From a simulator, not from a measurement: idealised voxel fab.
Name of the process module below: voxel gate over fins
Pictured: cross-section cut, 255 nm wide, on a grid of 5 nm square cells.
How to read a cross-section here: the picture is a grid of square cells, written as bands going from the top down, and any band can span one or more rows of cells. Heads up on the band format: heights come first, top then bottom, in nm. After that it's the materials left to right, each with its width in nm. A single material flagged "throughout" fills the whole band edge to edge, and "empty" means there's empty space there. Where do heights start? At 0: under that level the wafer as delivered is made of one material only. And the lowest band has no floor; it just carries on downward, as in "0 and below". A width such as "30->40" changes by the same amount from each row of cells to the next, from the band's top row to its bottom row. Any step labelled "stayed the same" changed none of the cells in the cross-section. "Enclosed cavities": sealed empty spaces, 8 cells or more, no open way to top, listed width x height at distance, with distance from the left edge and width, height and distance in nm. Past the settings on a step's line: simulator remark, on that step. overlay nm: right-of-plan distance of the mask on a masked step; negative values mean left-of-plan.
### Process steps - plan
1) op RECEIVE | material Si
2) op CONFORMAL_DEP | material SiN | thk nm 10
3) op MASKED_ETCH | tone cover | mask id FINS | width nm 15 | pitch nm 50 | etch materials SiN | depth nm 10 | overlay nm 0
4) op MASKED_ETCH | tone cover | mask id FINS | width nm 15 | pitch nm 50 | etch materials Si | depth nm 35 | overlay nm 0
5) op OXIDIZE | depth nm 5
6) op FILL_DEP | material SiO2 | thk nm 15
7) op CMP | height nm 10
8) op DIRECTIONAL_DEP | material aC | thk nm 10
9) op PATTERN | tone open | mask id RAIL | material resist | width nm 15 | thk nm 30 | overlay nm 0
10) op DIRECTIONAL_ETCH | etch materials aC | depth nm 10
11) op STRIP | etch materials resist
12) op DIRECTIONAL_ETCH | etch materials SiO2 | depth nm 40
13) op STRIP | etch materials aC
14) op CONFORMAL_DEP | material TiN | thk nm 5
15) op FILL_DEP | material W | thk nm 10
16) op CMP | height nm 10
17) op SELECTIVE_ETCH | etch materials W Ru TiN | depth nm 30
18) op FILL_DEP | material SiO2 | thk nm 5
19) op CMP | height nm 10
20) op SELECTIVE_ETCH | etch materials SiO2 | depth nm 20
21) op STRIP | etch materials SiN
22) op CONFORMAL_DEP | material HfO2 | thk nm 5
23) op CONFORMAL_DEP | material TiN | thk nm 5
24) op CONFORMAL_DEP | material TiAl | thk nm 5
25) op CONFORMAL_DEP | material TiN | thk nm 5
26) op FILL_DEP | material W | thk nm 15
27) op CMP | height nm 30
28) op CONFORMAL_DEP | material SiN | thk nm 5
### Cross-section of the wafer as it came to us, i.e., already through step 1
	0 and below | Si throughout
	Enclosed cavities: none
### Wafer cross-section at module end: first of two, run to plan
	35 down to 30 | SiN throughout
	30 down to 20 | W throughout
	20 down to 15 | W 80 nm; TiN 45 nm; W 5 nm; TiN 45 nm; W 80 nm
	15 down to 10 | W 80 nm; TiN 5 nm; TiAl 35 nm; TiN 5 nm; W 5 nm; TiN 5 nm; TiAl 35 nm; TiN 5 nm; W 80 nm
	10 down to 5 | TiN 85 nm; TiAl 5 nm; TiN 25 nm; TiAl 5 nm; TiN 15 nm; TiAl 5 nm; TiN 25 nm; TiAl 5 nm; TiN 85 nm
	5 down to 0 | TiAl 90 nm; TiN 5 nm; HfO2 15 nm; TiN 5 nm; TiAl 25 nm; TiN 5 nm; HfO2 15 nm; TiN 5 nm; TiAl 90 nm
	0 down to -5 | TiN 95 nm; HfO2 5 nm; Si 5 nm; HfO2 5 nm; TiN 35 nm; HfO2 5 nm; Si 5 nm; HfO2 5 nm; TiN 95 nm
	-5 down to -10 | HfO2 100 nm; Si 5 nm; HfO2 45 nm; Si 5 nm; HfO2 100 nm
	-10 down to -20 | SiO2 100 nm; Si 5 nm; SiO2 45 nm; Si 5 nm; SiO2 100 nm
	-20 down to -25 | SiO2 100 nm; Si 5 nm; SiO2 15 nm; TiN 5 nm; W 5 nm; TiN 5 nm; SiO2 15 nm; Si 5 nm; SiO2 100 nm
	-25 down to -30 | SiO2 100 nm; Si 5 nm; SiO2 15 nm; TiN 15 nm; SiO2 15 nm; Si 5 nm; SiO2 100 nm
	-30 down to -40 | SiO2 100 nm; Si 5 nm; SiO2 45 nm; Si 5 nm; SiO2 100 nm
	-40 and below | Si throughout
	Enclosed cavities: none
### Cross-section of the latter of the two wafers at module completion. It had an identical start and an identical plan to the former; in running it, one mistake was made
	35 down to 20 | SiN throughout
	20 down to 15 | SiN 80 nm; TiN 45 nm; SiN 5 nm; TiN 45 nm; SiN 80 nm
	15 down to 10 | SiN 80 nm; TiN 5 nm; TiAl 35 nm; TiN 5 nm; SiN 5 nm; TiN 5 nm; TiAl 35 nm; TiN 5 nm; SiN 80 nm
	10 down to 5 | TiN 85 nm; TiAl 5 nm; TiN 25 nm; TiAl 5 nm; TiN 15 nm; TiAl 5 nm; TiN 25 nm; TiAl 5 nm; TiN 85 nm
	5 down to 0 | TiAl 90 nm; TiN 5 nm; HfO2 15 nm; TiN 5 nm; TiAl 25 nm; TiN 5 nm; HfO2 15 nm; TiN 5 nm; TiAl 90 nm
	0 down to -5 | TiN 95 nm; HfO2 5 nm; Si 5 nm; HfO2 5 nm; TiN 35 nm; HfO2 5 nm; Si 5 nm; HfO2 5 nm; TiN 95 nm
	-5 down to -10 | HfO2 100 nm; Si 5 nm; HfO2 45 nm; Si 5 nm; HfO2 100 nm
	-10 down to -20 | SiO2 100 nm; Si 5 nm; SiO2 45 nm; Si 5 nm; SiO2 100 nm
	-20 down to -25 | SiO2 100 nm; Si 5 nm; SiO2 15 nm; TiN 5 nm; W 5 nm; TiN 5 nm; SiO2 15 nm; Si 5 nm; SiO2 100 nm
	-25 down to -30 | SiO2 100 nm; Si 5 nm; SiO2 15 nm; TiN 15 nm; SiO2 15 nm; Si 5 nm; SiO2 100 nm
	-30 down to -40 | SiO2 100 nm; Si 5 nm; SiO2 45 nm; Si 5 nm; SiO2 100 nm
	-40 and below | Si throughout
	Enclosed cavities: none
Deviation from plan: step 26 did not use the planned setting and instead ran as op FILL_DEP | material SiN | thk nm 15
The second wafer ends with more or fewer cells of some materials than the first, per final count: +168 SiN, -168 W
